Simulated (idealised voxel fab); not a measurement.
process module | voxel self aligned vias
In the cross-section labelled cut, the width is 245 nm and each square cell is 5 nm.
Just so we're on the same page, the cross-sections are grids of square cells, and they're listed out in bands top to bottom, each band one or more rows deep.
Band entry format. Leading values: height of top, height of bottom, nm. Remainder: materials in left-to-right order, each with its width in nm. Special words: "everywhere" on a single material, which then fills the band edge to edge; "blank", empty space.
Zero point of the height axis is 0; under it, received wafer = one material. Lowest band: continues down indefinitely, "z 0 and below".
Note: "30..40" means the width goes from the first number (top row of the band) to the second number (bottom row) in equal steps per row of cells.
"nothing changed" for a step: no cell of the cross-section changed in that step.
"Enclosed voids" contains a list of empty spaces, each no smaller than 8 cells and without an open way to the top, written in the form width x height at distance with the distance from the left edge and all three in nm.
Formally, on a step line, whatever follows the settings is a remark that the simulator itself makes on the step.
Steps that use a mask can have "overlay nm" on their line. It says how far the mask sat to the right of where it was meant to be. Negative means to the left.
The process steps that were planned are listed below
1 RECEIVE, material Si
2 CONFORMAL_DEP, material SiO2, thk nm 10
3 CONFORMAL_DEP, material SiCN, thk nm 5
4 DIRECTIONAL_DEP, material lowk, thk nm 25
5 MASKED_ETCH, tone open, mask id LINES, width nm 25, pitch nm 60, etch materials lowk, depth nm 25, overlay nm 0
6 CONFORMAL_DEP, material TiN, thk nm 5
7 FILL_DEP, material W, thk nm 5
8 CMP, height nm 40
9 SELECTIVE_ETCH, etch materials W Ru TiN, depth nm 10
10 FILL_DEP, material SiN, thk nm 5
11 CMP, height nm 40
12 DIRECTIONAL_DEP, material lowk, thk nm 20
13 PATTERN, tone open, mask id VIAS, material resist, width nm 45, pitch nm 60, thk nm 20, overlay nm 0
14 DIRECTIONAL_ETCH, etch materials lowk, depth nm 20
15 DIRECTIONAL_ETCH, etch materials SiN, depth nm 10
16 STRIP, etch materials resist
17 CONFORMAL_DEP, material TiN, thk nm 5
18 FILL_DEP, material Ru, thk nm 5
19 CMP, height nm 60
20 CONFORMAL_DEP, material SiN, thk nm 5
Wafer as received: cross-section following step 1
	z 0 and below: Si everywhere
	Enclosed voids: none
End-of-module XS, first of two wafers, run as planned
	z 65 to 60: SiN everywhere
	z 60 to 45: 70 nm lowk / 5 nm TiN / 35 nm Ru / 5 nm TiN / 15 nm lowk / 5 nm TiN / 35 nm Ru / 5 nm TiN / 70 nm lowk
	z 45 to 35: 70..80 nm lowk / 15..5 nm TiN / 15 nm Ru / 15..5 nm TiN / 15..35 nm lowk / 15..5 nm TiN / 15 nm Ru / 15..5 nm TiN / 70..80 nm lowk
	z 35 to 30: 80 nm lowk / 25 nm TiN / 35 nm lowk / 25 nm TiN / 80 nm lowk
	z 30 to 20: 80 nm lowk / 5 nm TiN / 15 nm W / 5 nm TiN / 35 nm lowk / 5 nm TiN / 15 nm W / 5 nm TiN / 80 nm lowk
	z 20 to 15: 80 nm lowk / 25 nm TiN / 35 nm lowk / 25 nm TiN / 80 nm lowk
	z 15 to 10: SiCN everywhere
	z 10 to 0: SiO2 everywhere
	z 0 and below: Si everywhere
	Enclosed voids: none
Second wafer cross-section at end of module - shared start and plan with the first, one mistake in the run
	z 65 to 60: SiN everywhere
	z 60 to 45: 65 nm Ru / 5 nm TiN / 45 nm lowk / 5 nm TiN / 5 nm Ru / 5 nm TiN / 45 nm lowk / 5 nm TiN / 65 nm Ru
	z 45 to 40: 70 nm TiN / 45 nm lowk / 15 nm TiN / 45 nm lowk / 70 nm TiN
	z 40 to 30: 80 nm lowk / 25 nm SiN / 35 nm lowk / 25 nm SiN / 80 nm lowk
	z 30 to 20: 80 nm lowk / 5 nm TiN / 15 nm W / 5 nm TiN / 35 nm lowk / 5 nm TiN / 15 nm W / 5 nm TiN / 80 nm lowk
	z 20 to 15: 80 nm lowk / 25 nm TiN / 35 nm lowk / 25 nm TiN / 80 nm lowk
	z 15 to 10: SiCN everywhere
	z 10 to 0: SiO2 everywhere
	z 0 and below: Si everywhere
	Enclosed voids: none
Nonconformance to the process plan: step 13 went in with a setting other than planned; the actual run was PATTERN, tone cover, mask id VIAS, material resist, width nm 45, pitch nm 60, thk nm 20, overlay nm 0
End check, counted in cells, second wafer has more or fewer of these materials than the first: +27 Ru; +20 SiN; +5 TiN; -52 lowk
